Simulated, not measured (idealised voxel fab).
process module | voxel self aligned contacts
cross-section cut | 215 nm wide | cells 5 nm
A cross-section is a grid of square cells, given in bands from the top down. A band is one or more rows of cells.
Each band's line starts with the height of the band's top and of its bottom, in nm. Then come its materials from left to right, each with its width in nm. One material with "throughout" fills the band from edge to edge. "air" is empty space.
Height 0 is the level under which the wafer as received is all one material. The lowest band goes on downwards, as in "0 down".
A width such as "30 to 40" changes by the same amount from each row of cells to the next, from the band's top row to its bottom row.
"no change" after a step means that no cell of the cross-section changed.
closed voids: empty space of 8 cells or more with no open way to the top, each as width x height at its distance from the left edge, in nm
after a step's settings: what the simulator itself notes on the step
overlay nm, on a step with a mask: how far to the right of its planned place the mask lay; to the left if negative
plan
1 op RECEIVE | material Si
2 op OXIDIZE | depth nm 5
3 op DIRECTIONAL_DEP | material polySi | thk nm 25
4 op DIRECTIONAL_DEP | material SiN | thk nm 20
5 op DIRECTIONAL_DEP | material aC | thk nm 10
6 op PATTERN | tone cover | mask id GATE | material resist | width nm 25 | pitch nm 50 | thk nm 30 | overlay nm 0
7 op DIRECTIONAL_ETCH | etch materials aC | depth nm 10
8 op STRIP | etch materials resist
9 op DIRECTIONAL_ETCH | etch materials SiN | depth nm 20
10 op DIRECTIONAL_ETCH | etch materials polySi | depth nm 25
11 op STRIP | etch materials aC
12 op CONFORMAL_DEP | material SiN | thk nm 5
13 op DIRECTIONAL_ETCH | etch materials SiN | depth nm 5
14 op FILL_DEP | material SiO2 | thk nm 10
15 op CMP | height nm 50
16 op MASKED_ETCH | tone open | mask id CONTACT | width nm 35 | etch materials SiO2 | depth nm 55 | overlay nm 0
17 op CONFORMAL_DEP | material TiN | thk nm 5
18 op FILL_DEP | material Ru | thk nm 5
19 op CMP | height nm 50
20 op CONFORMAL_DEP | material SiN | thk nm 5
as received, after step 1
  0 down: Si throughout
  closed voids: none
first wafer at the end, as planned
  55 to 50: SiN throughout
  50 to 45: SiO2 90 | TiN 15 | Ru 5 | TiN 15 | SiO2 90
  45 to 25: SiO2 65 | SiN 35 | TiN 5 | Ru 5 | TiN 5 | SiN 35 | SiO2 65
  25 to 0: SiO2 65 | SiN 5 | polySi 25 | SiN 5 | TiN 5 | Ru 5 | TiN 5 | SiN 5 | polySi 25 | SiN 5 | SiO2 65
  0 to -5: SiO2 100 | TiN 15 | SiO2 100
  -5 down: Si throughout
  closed voids: none
second wafer at the end: like start, like plan, one mistake
  55 to 50: SiN throughout
  50 to 45: SiO2 95 | TiN 10 | Ru 5 | TiN 20 | SiO2 85
  45 to 25: SiO2 65 | SiN 35 | TiN 5 | Ru 5 | TiN 5 | SiN 35 | SiO2 65
  25 to 0: SiO2 65 | SiN 5 | polySi 25 | SiN 5 | TiN 5 | Ru 5 | TiN 5 | SiN 5 | polySi 25 | SiN 5 | SiO2 65
  0 to -5: SiO2 100 | TiN 15 | SiO2 100
  -5 down: Si throughout
  closed voids: none
what went wrong: step 16 ran as: op MASKED_ETCH | tone open | mask id CONTACT | width nm 35 | etch materials SiO2 | depth nm 55 | overlay nm 5
at the end the second wafer has, in cells: as many of each material as the first, in other places
